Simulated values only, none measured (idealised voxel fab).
Title: Process Module voxel released beams
Cross-section cut spans 220 nm and uses square cells 5 nm in size.
This document writes a cross-section as a grid whose cells are square, and gives it as bands, listed from the top down; one or more rows of cells form a band.
What a band's entry tells you: where the top is and where the bottom is, as heights in nm, and after that what lies inside, material by material from left to right, each with its width in nm. Empty space is written as the word "blank", and a single material marked with the word "throughout" occupies the band from edge to edge.
Where do heights start? At 0: under that level the wafer as delivered is made of one material only. And the lowest band has no floor; it just carries on downward, as in "0 -> down".
Think of "30->40" as a width that walks from the first number to the second as you go down the band, top row to bottom row, taking equal-sized steps from row to row.
Given "remained the same" for a step, no cell of the cross-section differs between before and after that step.
For the entry "Voids lacking openings", the listed items are empty spaces with no open way to the top whose size is 8 cells or more; each item follows the pattern width x height at distance, where distance is from the left edge and all three are in nm.
What comes after the settings on a step's line is commentary from the simulator itself on that step.
"overlay nm" denotes, for a step that has a mask, the displacement of the mask to the right of its planned place, with negative values corresponding to the left.
Steps in the process plan:
- 1: RECEIVE,material Si
- 2: CONFORMAL_DEP,material Al2O3,thk nm 10
- 3: DIRECTIONAL_DEP,material SiO2,thk nm 20
- 4: DIRECTIONAL_DEP,material aC,thk nm 10
- 5: PATTERN,tone open,mask id ANCHOR,material resist,width nm 45,thk nm 25,overlay nm 0
- 6: DIRECTIONAL_ETCH,etch materials aC,depth nm 10
- 7: STRIP,etch materials resist
- 8: DIRECTIONAL_ETCH,etch materials SiO2,depth nm 20
- 9: STRIP,etch materials aC
- 10: CONFORMAL_DEP,material polySi,thk nm 15
- 11: PATTERN,tone cover,mask id BEAM,material resist,width nm 130,thk nm 15,overlay nm 0
- 12: DIRECTIONAL_ETCH,etch materials polySi,depth nm 15
- 13: STRIP,etch materials resist
- 14: STRIP,etch materials SiO2
Cross-section of the wafer upon arrival, representing the state reached after step 1:
> 0 -> down = Si throughout
> Voids lacking openings: none
Final cross-section, module run with one mistake (start and plan as above):
> 45 -> 30 = aC=60 / blank=15 / aC=145
> 30 -> 25 = SiO2=45 / aC=15 / blank=15 / aC=15 / SiO2=130
> 25 -> 10 = SiO2=45 / aC=45 / SiO2=130
> 10 -> 0 = Al2O3 throughout
> 0 -> down = Si throughout
> Voids lacking openings: none
What went wrong in running the wafer? the process deviated at step 10: the operation and settings actually run there were CONFORMAL_DEP,material aC,thk nm 15
